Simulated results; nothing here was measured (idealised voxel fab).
The document below concerns the process module designated voxel spacer lines.
Shown is cross-section cut, with a width of 230 nm and square cells of size 5 nm.
Just so we're on the same page, the cross-sections are grids of square cells, and they're listed out in bands top to bottom, each band one or more rows deep. Quick guide to a band line: top height, bottom height (nm) up front; then every material left to right with its width in nm. Only one material and it's marked "throughout"? Then it fills the band edge to edge. And "blank" just means empty space. It should be noted that heights are counted from 0, beneath which the wafer as supplied is of one material throughout, and that the lowest band possesses no lower boundary but continues downward, as written in "0 down". Width: "30 to 40" (first number = top row, second number = bottom row, same change from row to row of cells). "remained the same" -> step changed no cross-section cell. Voids not open to the top, 8 cells minimum: see "Entrapped void list". Written width x height at distance; distance is from the left edge; nm. Note: text after step settings on the step line = simulator remark on that step. Among the settings permitted on a step's line is "overlay nm"; applied to a step with a mask, it specifies the extent to which the mask lay to the right of its planned position, whereas a negative figure signifies a position to the left.

## Set out below are the planned steps of the process
1) op RECEIVE | material Si
2) op CONFORMAL_DEP | material Al2O3 | thk nm 5
3) op DIRECTIONAL_DEP | material SiN | thk nm 15
4) op DIRECTIONAL_DEP | material aC | thk nm 25
5) op PATTERN | tone cover | mask id MANDREL | material resist | width nm 25 | pitch nm 80 | thk nm 30 | overlay nm 0
6) op DIRECTIONAL_ETCH | etch materials aC | depth nm 25
7) op STRIP | etch materials resist
8) op CONFORMAL_DEP | material SiO2 | thk nm 15
9) op DIRECTIONAL_ETCH | etch materials SiO2 | depth nm 15
10) op STRIP | etch materials aC
11) op DIRECTIONAL_ETCH | etch materials SiN | depth nm 15
12) op STRIP | etch materials SiO2

## Wafer as received: cross-section following step 1
- 0 down: Si throughout
- Entrapped void list: none

## Looking at the first of two wafers in cross-section at end of module - ran to plan
- 20 to 5: 45 nm blank, then 15 nm SiN, then 25 nm blank, then 15 nm SiN, then 25 nm blank, then 15 nm SiN, then 25 nm blank, then 15 nm SiN, then 50 nm blank
- 5 to 0: Al2O3 throughout
- 0 down: Si throughout
- Entrapped void list: none

## Presented here is a cross-section of the second of the two wafers as it stood at the end of the module. It was started in the same manner and assigned the same plan as the first wafer; however, one mistake was made in its execution
- 20 to 5: 60 nm blank, then 25 nm SiN, then 55 nm blank, then 25 nm SiN, then 65 nm blank
- 5 to 0: Al2O3 throughout
- 0 down: Si throughout
- Entrapped void list: none
Which mistake was made when the wafer was run? step 5 changed vs plan, executed as op PATTERN | tone open | mask id MANDREL | material resist | width nm 25 | pitch nm 80 | thk nm 30 | overlay nm 0
FYI, end of process, the second wafer has more or fewer cells of some materials than the first: SiN -6
